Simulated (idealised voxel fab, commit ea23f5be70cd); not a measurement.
Documented hereafter: the process module known as voxel fin reveal.
The width of the displayed cross-section, cut, is 170 nm; its cells are square, with a size of 5 nm.
In what follows, cross-sections appear as grids of square cells, described through bands that run from the top down, where every band is one or more rows of cells.
Band: top and bottom heights (nm) first, top before bottom; then materials from left to right, widths in nm. "all across" marks a sole material filling the band edge to edge. "air" denotes empty space.
Heights are expressed relative to 0, this being the level below which the as-received wafer comprises one material exclusively. The lowest band is unbounded in the downward direction and is denoted as in "0 and below".
A width such as "30 to 40" changes by the same amount from each row of cells to the next, from the band's top row to its bottom row.
No cell of the cross-section changed in a step that is given as "same as before".
The label "Internal closed voids" introduces a list of the empty spaces, 8 cells or larger, that have no open way up to the top; each entry in it reads width x height at distance, where the distance is taken from the left edge and all three are stated in nm.
Heads up: the bit after the settings on a step's line is the simulator's remark on that step.
For masked steps, "overlay nm" on the step line gives how far right of plan the mask actually lay; a minus sign means it lay to the left.

These are the steps we planned for the process
1) RECEIVE, material Si
2) CONFORMAL_DEP, material SiN, thk nm 5
3) PATTERN, tone cover, mask id FINS, material resist, width nm 15, pitch nm 35, thk nm 15, overlay nm 0
4) DIRECTIONAL_ETCH, etch materials SiN, depth nm 5
5) DIRECTIONAL_ETCH, etch materials Si, depth nm 40
6) STRIP, etch materials resist
7) OXIDIZE, depth nm 5
8) FILL_DEP, material SiO2, thk nm 5
9) CMP, height nm 5
10) SELECTIVE_ETCH, etch materials SiO2, depth nm 30
11) STRIP, etch materials SiN
12) CONFORMAL_DEP, material HfO2, thk nm 5

Incoming wafer in cross-section (state: after step 1)
> 0 and below = Si all across
> Internal closed voids: none

The cross-section shown corresponds to the wafer at the conclusion of the module. The initial structure and the process plan are those presented above; however, one mistake occurred in executing the plan
> 0 down to -25 = air=45 / Si=5 / air=30 / Si=5 / air=30 / Si=5 / air=50
> -25 down to -45 = SiO2=45 / Si=5 / SiO2=30 / Si=5 / SiO2=30 / Si=5 / SiO2=50
> -45 and below = Si all across
> Internal closed voids: none
The mistake made against the process plan was this: plan step 12 was not performed, having been skipped
